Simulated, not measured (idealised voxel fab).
voxel ribs on slabs: a process module
We display cut, a cross-section 190 nm in width whose square cells are each 5 nm.
Notation: cross-section as square-cell grid; stated in bands, top first, going down; one or more cell rows per band. Look at the band entry: it leads with the top's height and the bottom's height in nm. Then it lists the materials left to right, with a width in nm for each. The word "full width" on a single material says that material fills the band edge to edge. The word "empty" is empty space. Heads up on the height convention: 0 is the point under which the incoming wafer is all one material, and the lowest band has no bottom, it just keeps going down, like "0 nm and below". Width spec "30 to 40" -> top row of cells at first value, bottom row at second value, equal per-row change in between. A step reported as "no change" is a step in which no cell of the cross-section changed. So "Sealed void listing" is basically the list of trapped voids: any empty space of 8 cells or more that can't reach the top through an opening. They're written width x height at distance, the distance being from the left edge, and it's all nm. It should be noted that, on the line of a given step, the content following the step's settings is a remark produced by the simulator itself with respect to that step. Each step line may optionally specify "overlay nm", which for a step with a mask gives the rightward distance between the mask's planned place and where it lay, a negative value indicating the leftward direction.
# Listed below are the process steps as planned
1) RECEIVE (material Si)
2) DIRECTIONAL_DEP (material SiO2; thk nm 20)
3) DIRECTIONAL_DEP (material SiN; thk nm 25)
4) DIRECTIONAL_DEP (material aC; thk nm 10)
5) PATTERN (tone cover; mask id RIB; material resist; width nm 20; thk nm 30; overlay nm 0)
6) DIRECTIONAL_ETCH (etch materials aC; depth nm 10)
7) STRIP (etch materials resist)
8) DIRECTIONAL_ETCH (etch materials SiN; depth nm 10)
9) STRIP (etch materials aC)
10) DIRECTIONAL_DEP (material aC; thk nm 15)
11) PATTERN (tone cover; mask id SLAB; material resist; width nm 80; thk nm 35; overlay nm 0)
12) DIRECTIONAL_ETCH (etch materials aC; depth nm 15)
13) STRIP (etch materials resist)
14) DIRECTIONAL_ETCH (etch materials SiN; depth nm 15)
15) STRIP (etch materials aC)
16) FILL_DEP (material SiO2; thk nm 20)
17) CMP (height nm 55)
18) DIRECTIONAL_DEP (material W; thk nm 5)
19) MASKED_ETCH (tone cover; mask id HEATER; width nm 30; etch materials W; depth nm 5; overlay nm 0)
20) CONFORMAL_DEP (material SiN; thk nm 5)
# Account of the first of two wafers, which was processed as intended
# Cross-section of the wafer at receipt, which is the condition after step 1
0 nm and below: Si full width
Sealed void listing: none
# after step 2
20 nm to 0 nm: SiO2 full width
Lower than 0, everything is as it was.
# after step 3
45 nm to 20 nm: SiN full width
Lower than 20, everything is as it was.
# after step 4
55 nm to 45 nm: aC full width
Lower than 45, everything is as it was.
# after step 5
85 nm to 55 nm: 85 of empty | 20 of resist | 85 of empty
Lower than 55, everything is as it was.
# after step 6
75 nm to 55 nm: 85 of empty | 20 of resist | 85 of empty
55 nm to 45 nm: 85 of empty | 20 of aC | 85 of empty
Lower than 45, everything is as it was.
# after step 7
55 nm to 45 nm: 85 of empty | 20 of aC | 85 of empty
Lower than 45, everything is as it was.
# after step 8
55 nm to 45 nm: 85 of empty | 20 of aC | 85 of empty
45 nm to 35 nm: 85 of empty | 20 of SiN | 85 of empty
Lower than 35, everything is as it was.
# after step 9
45 nm to 35 nm: 85 of empty | 20 of SiN | 85 of empty
Lower than 35, everything is as it was.
# after step 10
60 nm to 50 nm: 85 of empty | 20 of aC | 85 of empty
50 nm to 45 nm: aC full width
45 nm to 35 nm: 85 of aC | 20 of SiN | 85 of aC
Lower than 35, everything is as it was.
# after step 11
95 nm to 60 nm: 55 of empty | 80 of resist | 55 of empty
60 nm to 50 nm: 55 of empty | 30 of resist | 20 of aC | 30 of resist | 55 of empty
Lower than 50, everything is as it was.
# after step 12
80 nm to 60 nm: 55 of empty | 80 of resist | 55 of empty
60 nm to 50 nm: 55 of empty | 30 of resist | 20 of aC | 30 of resist | 55 of empty
50 nm to 45 nm: 55 of empty | 80 of aC | 55 of empty
45 nm to 35 nm: 55 of empty | 30 of aC | 20 of SiN | 30 of aC | 55 of empty
Lower than 35, everything is as it was.
# after step 13
60 nm to 50 nm: 85 of empty | 20 of aC | 85 of empty
Lower than 50, everything is as it was.
# after step 14
60 nm to 50 nm: 85 of empty | 20 of aC | 85 of empty
50 nm to 45 nm: 55 of empty | 80 of aC | 55 of empty
45 nm to 35 nm: 55 of empty | 30 of aC | 20 of SiN | 30 of aC | 55 of empty
35 nm to 20 nm: 55 of empty | 80 of SiN | 55 of empty
Lower than 20, everything is as it was.
# after step 15
45 nm to 35 nm: 85 of empty | 20 of SiN | 85 of empty
Lower than 35, everything is as it was.
# after step 16
65 nm to 45 nm: SiO2 full width
45 nm to 35 nm: 85 of SiO2 | 20 of SiN | 85 of SiO2
35 nm to 20 nm: 55 of SiO2 | 80 of SiN | 55 of SiO2
Lower than 20, everything is as it was.
# after step 17
55 nm to 45 nm: SiO2 full width
Lower than 45, everything is as it was.
# after step 18
60 nm to 55 nm: W full width
Lower than 55, everything is as it was.
# after step 19
60 nm to 55 nm: 80 of empty | 30 of W | 80 of empty
Lower than 55, everything is as it was.
# after step 20
65 nm to 60 nm: 75 of empty | 40 of SiN | 75 of empty
60 nm to 55 nm: 80 of SiN | 30 of W | 80 of SiN
Lower than 55, everything is as it was.
# Wafer two. Identical start, identical plan. One mistake in execution. Identical history through step 10
# The second wafer cut through, at the time step 11 was supposed to be finished
95 nm to 60 nm: 50 of empty | 90 of resist | 50 of empty
60 nm to 50 nm: 50 of empty | 35 of resist | 20 of aC | 35 of resist | 50 of empty
Lower than 50, everything is as it was.
# The second wafer cut through, at the time step 12 was supposed to be finished
80 nm to 60 nm: 50 of empty | 90 of resist | 50 of empty
60 nm to 50 nm: 50 of empty | 35 of resist | 20 of aC | 35 of resist | 50 of empty
50 nm to 45 nm: 50 of empty | 90 of aC | 50 of empty
45 nm to 35 nm: 50 of empty | 35 of aC | 20 of SiN | 35 of aC | 50 of empty
Lower than 35, everything is as it was.
# The second wafer cut through, at the time step 13 was supposed to be finished
60 nm to 50 nm: 85 of empty | 20 of aC | 85 of empty
Lower than 50, everything is as it was.
# The second wafer cut through, at the time step 14 was supposed to be finished
60 nm to 50 nm: 85 of empty | 20 of aC | 85 of empty
50 nm to 45 nm: 50 of empty | 90 of aC | 50 of empty
45 nm to 35 nm: 50 of empty | 35 of aC | 20 of SiN | 35 of aC | 50 of empty
35 nm to 20 nm: 50 of empty | 90 of SiN | 50 of empty
Lower than 20, everything is as it was.
# The second wafer cut through, at the time step 15 was supposed to be finished
45 nm to 35 nm: 85 of empty | 20 of SiN | 85 of empty
Lower than 35, everything is as it was.
# The second wafer cut through, at the time step 16 was supposed to be finished
65 nm to 45 nm: SiO2 full width
45 nm to 35 nm: 85 of SiO2 | 20 of SiN | 85 of SiO2
35 nm to 20 nm: 50 of SiO2 | 90 of SiN | 50 of SiO2
Lower than 20, everything is as it was.
# The second wafer cut through, at the time step 17 was supposed to be finished
55 nm to 45 nm: SiO2 full width
Lower than 45, everything is as it was.
# The second wafer cut through, at the time step 18 was supposed to be finished
60 nm to 55 nm: W full width
Lower than 55, everything is as it was.
# The second wafer cut through, at the time step 19 was supposed to be finished
60 nm to 55 nm: 80 of empty | 30 of W | 80 of empty
Lower than 55, everything is as it was.
# The second wafer cut through, at the time step 20 was supposed to be finished
65 nm to 60 nm: 75 of empty | 40 of SiN | 75 of empty
60 nm to 55 nm: 80 of SiN | 30 of W | 80 of SiN
Lower than 55, everything is as it was.
In executing the process, a mistake was made relative to the plan: in deviation from the planned setting, step 11 was conducted as PATTERN (tone cover; mask id SLAB; material resist; width nm 90; thk nm 35; overlay nm 0)
Final difference in cells, second wafer against first, listed per material as more or fewer: SiN: 6 more | SiO2: 6 fewer
